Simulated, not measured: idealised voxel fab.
Process module, titled voxel fin reveal
Displayed cross-section: cut, width of 185 nm, square cells sized 5 nm.
Cross-section, as written here: a square-cell grid given band by band from the top down, where a band holds one or more rows of cells. Top height, bottom height, nm. Materials left to right, width each, nm. Single material + "edge to edge" = fills band edge to edge. "air" = empty. Heads up on the height convention: 0 is the point under which the incoming wafer is all one material, and the lowest band has no bottom, it just keeps going down, like "top 0, no bottom". Top row gets the first number, bottom row gets the second, and each row in between changes by the same step: that is how a band width like "30..40" works. "remained unchanged" -> step changed no cross-section cell. Enclosed voids (no open way to top), threshold 8 cells or more, entry "Closed internal cavities", notation width x height at distance, distance from left edge, nm. Text after the settings on a step's line: the simulator's own remark on that step. If you see "overlay nm" on a step's line and that step has a mask, it's telling you how far right of where it was planned the mask ended up; a negative number means it went left instead.

-- These are the steps we planned for the process
step 1: RECEIVE: material Si
step 2: CONFORMAL_DEP: material SiN, thk nm 5
step 3: DIRECTIONAL_DEP: material aC, thk nm 15
step 4: PATTERN: tone cover, mask id FINS, material resist, width nm 15, pitch nm 45, thk nm 35, overlay nm 0
step 5: DIRECTIONAL_ETCH: etch materials aC, depth nm 15
step 6: STRIP: etch materials resist
step 7: DIRECTIONAL_ETCH: etch materials SiN, depth nm 5
step 8: DIRECTIONAL_ETCH: etch materials Si, depth nm 35
step 9: STRIP: etch materials aC
step 10: OXIDIZE: depth nm 5
step 11: FILL_DEP: material SiO2, thk nm 10
step 12: CMP: height nm 5
step 13: SELECTIVE_ETCH: etch materials SiO2, depth nm 20
step 14: STRIP: etch materials SiN
step 15: CONFORMAL_DEP: material SiO2, thk nm 5

-- What follows covers the first of two wafers; it ran as planned

-- Wafer as received: cross-section following step 1
  top 0, no bottom = Si edge to edge
  Closed internal cavities: none

-- After step 2: wafer cross-section
  top 5, bottom 0 = SiN edge to edge
  Under 0: no change, same as before.

-- After step 3: wafer cross-section
  top 20, bottom 5 = aC edge to edge
  Under 5: no change, same as before.

-- After step 4: wafer cross-section
  top 55, bottom 20 = 60 of air  15 of resist  30 of air  15 of resist  65 of air
  Under 20: no change, same as before.

-- After step 5: wafer cross-section
  top 40, bottom 20 = 60 of air  15 of resist  30 of air  15 of resist  65 of air
  top 20, bottom 5 = 60 of air  15 of aC  30 of air  15 of aC  65 of air
  Under 5: no change, same as before.

-- After step 6: wafer cross-section
  top 20, bottom 5 = 60 of air  15 of aC  30 of air  15 of aC  65 of air
  Under 5: no change, same as before.

-- After step 7: wafer cross-section
  top 20, bottom 5 = 60 of air  15 of aC  30 of air  15 of aC  65 of air
  top 5, bottom 0 = 60 of air  15 of SiN  30 of air  15 of SiN  65 of air
  Under 0: no change, same as before.

-- After step 8: wafer cross-section
  top 20, bottom 5 = 60 of air  15 of aC  30 of air  15 of aC  65 of air
  top 5, bottom 0 = 60 of air  15 of SiN  30 of air  15 of SiN  65 of air
  top 0, bottom -35 = 60 of air  15 of Si  30 of air  15 of Si  65 of air
  Under -35: no change, same as before.

-- After step 9: wafer cross-section
  top 5, bottom 0 = 60 of air  15 of SiN  30 of air  15 of SiN  65 of air
  Under 0: no change, same as before.

-- After step 10: wafer cross-section
  top 5, bottom 0 = 60 of air  15 of SiN  30 of air  15 of SiN  65 of air
  top 0, bottom -35 = 60 of air  5 of SiO2  5 of Si  5 of SiO2  30 of air  5 of SiO2  5 of Si  5 of SiO2  65 of air
  top -35, bottom -40 = 65 of SiO2  5 of Si  40 of SiO2  5 of Si  70 of SiO2
  Under -40: no change, same as before.

-- After step 11: wafer cross-section
  top 15, bottom 5 = SiO2 edge to edge
  top 5, bottom 0 = 60 of SiO2  15 of SiN  30 of SiO2  15 of SiN  65 of SiO2
  top 0, bottom -40 = 65 of SiO2  5 of Si  40 of SiO2  5 of Si  70 of SiO2
  Under -40: no change, same as before.

-- After step 12: wafer cross-section
  top 5, bottom 0 = 60 of SiO2  15 of SiN  30 of SiO2  15 of SiN  65 of SiO2
  Under 0: no change, same as before.

-- After step 13: wafer cross-section
  top 5, bottom 0 = 60 of air  15 of SiN  30 of air  15 of SiN  65 of air
  top 0, bottom -15 = 65 of air  5 of Si  40 of air  5 of Si  70 of air
  Under -15: no change, same as before.

-- After step 14: wafer cross-section
  top 0, bottom -15 = 65 of air  5 of Si  40 of air  5 of Si  70 of air
  Under -15: no change, same as before.

-- After step 15: wafer cross-section
  top 5, bottom 0 = 60 of air  15 of SiO2  30 of air  15 of SiO2  65 of air
  top 0, bottom -10 = 60 of air  5 of SiO2  5 of Si  5 of SiO2  30 of air  5 of SiO2  5 of Si  5 of SiO2  65 of air
  top -10, bottom -40 = 65 of SiO2  5 of Si  40 of SiO2  5 of Si  70 of SiO2
  Under -40: no change, same as before.

-- Notes, second wafer: start = first wafer's, plan = first wafer's, execution had one mistake; history identical to first through step 14

Second wafer, sectioned view, at step 15's planned end time: remained unchanged
What went wrong in running the wafer? step 15 was left out
Final tally in cells, some materials are higher or lower on the second wafer than on the first: -49 SiO2
